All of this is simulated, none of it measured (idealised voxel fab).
You're looking at the process module voxel fin reveal.
The cross-section on display is named cut; it measures 200 nm wide, and its cells are 5 nm squares.
How to read a cross-section here: the picture is a grid of square cells, written as bands going from the top down, and any band can span one or more rows of cells.
A band entry consists of two parts. The first gives the height of the band's top and the height of its bottom, in nm. The rest lists the band's materials from left to right, each with its width in nm. A single material labelled with the word "full width" fills the band from edge to edge, and the word "air" marks empty space.
All heights in this document are referenced to 0, defined as the level beneath which the wafer, as received, consists entirely of one material. The lowest band is not bounded below; it extends indefinitely downward and is written in the form "0 down".
Width: "30->40" (first number = top row, second number = bottom row, same change from row to row of cells).
"nothing different" -> step changed no cross-section cell.
Empty spaces without an open route to the top, at least 8 cells in extent, make up the entry "Sealed internal voids"; each is given as width x height at distance, where the distance is measured from the left edge, and all are in nm.
What comes after the settings on a step's line is commentary from the simulator itself on that step.
overlay nm: how far to the right of its planned place the mask lay on this masked step (negative: to the left).
### So here's the lineup of process steps we planned
1 RECEIVE with material Si
2 CONFORMAL_DEP with material SiN, thk nm 5
3 DIRECTIONAL_DEP with material aC, thk nm 15
4 PATTERN with tone cover, mask id FINS, material resist, width nm 15, pitch nm 35, thk nm 35, overlay nm 0
5 DIRECTIONAL_ETCH with etch materials aC, depth nm 15
6 STRIP with etch materials resist
7 DIRECTIONAL_ETCH with etch materials SiN, depth nm 5
8 DIRECTIONAL_ETCH with etch materials Si, depth nm 35
9 STRIP with etch materials aC
10 OXIDIZE with depth nm 5
11 FILL_DEP with material SiO2, thk nm 10
12 CMP with height nm 5
13 SELECTIVE_ETCH with etch materials SiO2, depth nm 30
14 STRIP with etch materials SiN
### As received (post step 1): cross-section
  0 down | Si full width
  Sealed internal voids: none
### First wafer of two, sectioned at end of module; run went per plan
  0 to -25 | air 80  Si 5  air 30  Si 5  air 80
  -25 to -40 | SiO2 80  Si 5  SiO2 30  Si 5  SiO2 80
  -40 down | Si full width
  Sealed internal voids: none
### Now the second wafer, cross-sectioned at the end of the module. Nothing different at the start, nothing different in the plan compared with the first, just one mistake when it was actually run
  0 to -25 | air 80  Si 10  air 25  Si 10  air 75
  -25 to -40 | SiO2 80  Si 10  SiO2 25  Si 10  SiO2 75
  -40 down | Si full width
  Sealed internal voids: none
Deviation noted in wafer processing: rather than as planned, step 4 actually ran as PATTERN with tone cover, mask id FINS, material resist, width nm 20, pitch nm 35, thk nm 35, overlay nm 0
At the finish, the second wafer shows more or fewer cells for some materials than the first does: +16 Si, -6 SiO2
